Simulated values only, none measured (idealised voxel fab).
The process module that follows is named voxel double patterning.
It is cross-section cut that appears here, measuring 160 nm in width, its square cells being 5 nm in size.
Notation: cross-section as square-cell grid; stated in bands, top first, going down; one or more cell rows per band. A band entry consists of two parts. The first gives the height of the band's top and the height of its bottom, in nm. The rest lists the band's materials from left to right, each with its width in nm. A single material labelled with the word "everywhere" fills the band from edge to edge, and the word "air" marks empty space. Zero point of the height axis is 0; under it, received wafer = one material. Lowest band: continues down indefinitely, "0 down". Width spec "30..40" -> top row of cells at first value, bottom row at second value, equal per-row change in between. What does "changes: none" mean for a step? It means no cell of the cross-section changed in that step. In "Closed void inventory" the enclosed voids are listed, meaning empty spaces of 8 cells or larger without any opening to the top. The form is width x height at distance, distance from the left edge, units nm. On a step's line, text after the settings is the simulator commenting on that step. The line of a step may include "overlay nm". On a step with a mask, this value is how far to the right of its planned place the mask lay. A negative value means the mask lay to the left.
# The process steps that were planned are listed below
- 1: RECEIVE: material Si
- 2: CONFORMAL_DEP: material SiO2, thk nm 10
- 3: DIRECTIONAL_DEP: material W, thk nm 10
- 4: DIRECTIONAL_DEP: material SiN, thk nm 5
- 5: DIRECTIONAL_DEP: material aC, thk nm 15
- 6: PATTERN: tone open, mask id FIRST, material resist, width nm 15, pitch nm 50, thk nm 35, overlay nm 0
- 7: DIRECTIONAL_ETCH: etch materials aC, depth nm 15
- 8: STRIP: etch materials resist
- 9: DIRECTIONAL_ETCH: etch materials SiN, depth nm 5
- 10: STRIP: etch materials aC
- 11: DIRECTIONAL_DEP: material aC, thk nm 10
- 12: PATTERN: tone open, mask id SECOND, material resist, width nm 15, thk nm 30, overlay nm 0
- 13: DIRECTIONAL_ETCH: etch materials aC, depth nm 10
- 14: STRIP: etch materials resist
- 15: DIRECTIONAL_ETCH: etch materials SiN, depth nm 5
- 16: STRIP: etch materials aC
- 17: DIRECTIONAL_ETCH: etch materials W, depth nm 10
- 18: STRIP: etch materials SiN
# Wafer, first of two, run as planned
# as received, after step 1
	0 down = Si everywhere
	Closed void inventory: none
# Wafer xsec, post step 2
	10 to 0 = SiO2 everywhere
	below 0: unchanged
# Wafer xsec, post step 3
	20 to 10 = W everywhere
	below 10: unchanged
# Wafer xsec, post step 4
	25 to 20 = SiN everywhere
	below 20: unchanged
# Wafer xsec, post step 5
	40 to 25 = aC everywhere
	below 25: unchanged
# Wafer xsec, post step 6
	75 to 40 = 45 nm resist  15 nm air  35 nm resist  15 nm air  50 nm resist
	below 40: unchanged
# Wafer xsec, post step 7
	60 to 40 = 45 nm resist  15 nm air  35 nm resist  15 nm air  50 nm resist
	40 to 25 = 45 nm aC  15 nm air  35 nm aC  15 nm air  50 nm aC
	below 25: unchanged
# Wafer xsec, post step 8
	40 to 25 = 45 nm aC  15 nm air  35 nm aC  15 nm air  50 nm aC
	below 25: unchanged
# Wafer xsec, post step 9
	40 to 25 = 45 nm aC  15 nm air  35 nm aC  15 nm air  50 nm aC
	25 to 20 = 45 nm SiN  15 nm air  35 nm SiN  15 nm air  50 nm SiN
	below 20: unchanged
# Wafer xsec, post step 10
	25 to 20 = 45 nm SiN  15 nm air  35 nm SiN  15 nm air  50 nm SiN
	below 20: unchanged
# Wafer xsec, post step 11
	35 to 30 = 45 nm aC  15 nm air  35 nm aC  15 nm air  50 nm aC
	30 to 25 = aC everywhere
	25 to 20 = 45 nm SiN  15 nm aC  35 nm SiN  15 nm aC  50 nm SiN
	below 20: unchanged
# Wafer xsec, post step 12
	65 to 35 = 70 nm resist  15 nm air  75 nm resist
	35 to 30 = 45 nm aC  15 nm resist  35 nm aC  15 nm resist  50 nm aC
	below 30: unchanged
# Wafer xsec, post step 13
	55 to 35 = 70 nm resist  15 nm air  75 nm resist
	35 to 30 = 45 nm aC  15 nm resist  10 nm aC  15 nm air  10 nm aC  15 nm resist  50 nm aC
	30 to 25 = 70 nm aC  15 nm air  75 nm aC
	below 25: unchanged
# Wafer xsec, post step 14
	35 to 30 = 45 nm aC  15 nm air  10 nm aC  15 nm air  10 nm aC  15 nm air  50 nm aC
	below 30: unchanged
# Wafer xsec, post step 15
	35 to 30 = 45 nm aC  15 nm air  10 nm aC  15 nm air  10 nm aC  15 nm air  50 nm aC
	30 to 25 = 70 nm aC  15 nm air  75 nm aC
	25 to 20 = 45 nm SiN  15 nm aC  10 nm SiN  15 nm air  10 nm SiN  15 nm aC  50 nm SiN
	below 20: unchanged
# Wafer xsec, post step 16
	25 to 20 = 45 nm SiN  15 nm air  10 nm SiN  15 nm air  10 nm SiN  15 nm air  50 nm SiN
	below 20: unchanged
# Wafer xsec, post step 17
	25 to 20 = 45 nm SiN  15 nm air  10 nm SiN  15 nm air  10 nm SiN  15 nm air  50 nm SiN
	20 to 10 = 45 nm W  15 nm air  10 nm W  15 nm air  10 nm W  15 nm air  50 nm W
	below 10: unchanged
# Wafer xsec, post step 18
	20 to 10 = 45 nm W  15 nm air  10 nm W  15 nm air  10 nm W  15 nm air  50 nm W
	below 10: unchanged
# The remaining wafer, second of the two, started like the first and was run to the same plan, except that one mistake was made along the way; the two coincide through step 1, inclusive
The second wafer cut through, at the time step 2 was supposed to be finished: changes: none
# The second wafer cut through, at the time step 3 was supposed to be finished
	10 to 0 = W everywhere
	below 0: unchanged
# The second wafer cut through, at the time step 4 was supposed to be finished
	15 to 10 = SiN everywhere
	below 10: unchanged
# The second wafer cut through, at the time step 5 was supposed to be finished
	30 to 15 = aC everywhere
	below 15: unchanged
# The second wafer cut through, at the time step 6 was supposed to be finished
	65 to 30 = 45 nm resist  15 nm air  35 nm resist  15 nm air  50 nm resist
	below 30: unchanged
# The second wafer cut through, at the time step 7 was supposed to be finished
	50 to 30 = 45 nm resist  15 nm air  35 nm resist  15 nm air  50 nm resist
	30 to 15 = 45 nm aC  15 nm air  35 nm aC  15 nm air  50 nm aC
	below 15: unchanged
# The second wafer cut through, at the time step 8 was supposed to be finished
	30 to 15 = 45 nm aC  15 nm air  35 nm aC  15 nm air  50 nm aC
	below 15: unchanged
# The second wafer cut through, at the time step 9 was supposed to be finished
	30 to 15 = 45 nm aC  15 nm air  35 nm aC  15 nm air  50 nm aC
	15 to 10 = 45 nm SiN  15 nm air  35 nm SiN  15 nm air  50 nm SiN
	below 10: unchanged
# The second wafer cut through, at the time step 10 was supposed to be finished
	15 to 10 = 45 nm SiN  15 nm air  35 nm SiN  15 nm air  50 nm SiN
	below 10: unchanged
# The second wafer cut through, at the time step 11 was supposed to be finished
	25 to 20 = 45 nm aC  15 nm air  35 nm aC  15 nm air  50 nm aC
	20 to 15 = aC everywhere
	15 to 10 = 45 nm SiN  15 nm aC  35 nm SiN  15 nm aC  50 nm SiN
	below 10: unchanged
# The second wafer cut through, at the time step 12 was supposed to be finished
	55 to 25 = 70 nm resist  15 nm air  75 nm resist
	25 to 20 = 45 nm aC  15 nm resist  35 nm aC  15 nm resist  50 nm aC
	below 20: unchanged
# The second wafer cut through, at the time step 13 was supposed to be finished
	45 to 25 = 70 nm resist  15 nm air  75 nm resist
	25 to 20 = 45 nm aC  15 nm resist  10 nm aC  15 nm air  10 nm aC  15 nm resist  50 nm aC
	20 to 15 = 70 nm aC  15 nm air  75 nm aC
	below 15: unchanged
# The second wafer cut through, at the time step 14 was supposed to be finished
	25 to 20 = 45 nm aC  15 nm air  10 nm aC  15 nm air  10 nm aC  15 nm air  50 nm aC
	below 20: unchanged
# The second wafer cut through, at the time step 15 was supposed to be finished
	25 to 20 = 45 nm aC  15 nm air  10 nm aC  15 nm air  10 nm aC  15 nm air  50 nm aC
	20 to 15 = 70 nm aC  15 nm air  75 nm aC
	15 to 10 = 45 nm SiN  15 nm aC  10 nm SiN  15 nm air  10 nm SiN  15 nm aC  50 nm SiN
	below 10: unchanged
# The second wafer cut through, at the time step 16 was supposed to be finished
	15 to 10 = 45 nm SiN  15 nm air  10 nm SiN  15 nm air  10 nm SiN  15 nm air  50 nm SiN
	below 10: unchanged
# The second wafer cut through, at the time step 17 was supposed to be finished
	15 to 10 = 45 nm SiN  15 nm air  10 nm SiN  15 nm air  10 nm SiN  15 nm air  50 nm SiN
	10 to 0 = 45 nm W  15 nm air  10 nm W  15 nm air  10 nm W  15 nm air  50 nm W
	below 0: unchanged
# The second wafer cut through, at the time step 18 was supposed to be finished
	10 to 0 = 45 nm W  15 nm air  10 nm W  15 nm air  10 nm W  15 nm air  50 nm W
	below 0: unchanged
Finding, execution versus plan: step 2 was dropped from the plan's execution and never run
End of process, cell counts, second wafer against first, materials with more or fewer: -64 SiO2
